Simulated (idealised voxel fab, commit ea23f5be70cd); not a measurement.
process module | voxel released beams
cross-section cut | 140 nm wide | cells 5 nm
A cross-section is a grid of square cells, given in bands from the top down. A band is one or more rows of cells.
Each band's line starts with the height of the band's top and of its bottom, in nm. Then come its materials from left to right, each with its width in nm. One material with "throughout" fills the band from edge to edge. "air" is empty space.
Height 0 is the level under which the wafer as received is all one material. The lowest band goes on downwards, as in "0 down".
A width such as "30 to 40" changes by the same amount from each row of cells to the next, from the band's top row to its bottom row.
"no change" after a step means that no cell of the cross-section changed.
closed voids: empty space of 8 cells or more with no open way to the top, each as width x height at its distance from the left edge, in nm
after a step's settings: what the simulator itself notes on the step
overlay nm, on a step with a mask: how far to the right of its planned place the mask lay; to the left if negative
plan
1 op RECEIVE | material Si
2 op CONFORMAL_DEP | material Al2O3 | thk nm 10
3 op DIRECTIONAL_DEP | material SiO2 | thk nm 20
4 op DIRECTIONAL_DEP | material aC | thk nm 10
5 op PATTERN | tone open | mask id ANCHOR | material resist | width nm 35 | thk nm 25 | overlay nm 0
6 op DIRECTIONAL_ETCH | etch materials aC | depth nm 10
7 op STRIP | etch materials resist
8 op DIRECTIONAL_ETCH | etch materials SiO2 | depth nm 20
9 op STRIP | etch materials aC
10 op CONFORMAL_DEP | material W | thk nm 15
11 op MASKED_ETCH | tone cover | mask id BEAM | width nm 105 | etch materials W | depth nm 15 | overlay nm 0
12 op STRIP | etch materials SiO2
as received, after step 1
  0 down: Si throughout
  closed voids: none
first wafer at the end, as planned
  45 to 30: air 15 | W 20 | air 5 | W 80 | air 20
  30 to 25: air 20 | W 15 | air 5 | W 15 | air 85
  25 to 10: air 20 | W 35 | air 85
  10 to 0: Al2O3 throughout
  0 down: Si throughout
  closed voids: none
second wafer at the end: like start, like plan, one mistake
  45 to 30: air 15 | W 105 | air 20
  30 to 20: Al2O3 throughout
  20 to 0: SiO2 throughout
  0 down: Si throughout
  closed voids: none
what went wrong: steps 2 and 3 were swapped
at the end the second wafer has, in cells: 112 more of SiO2 | 24 fewer of W
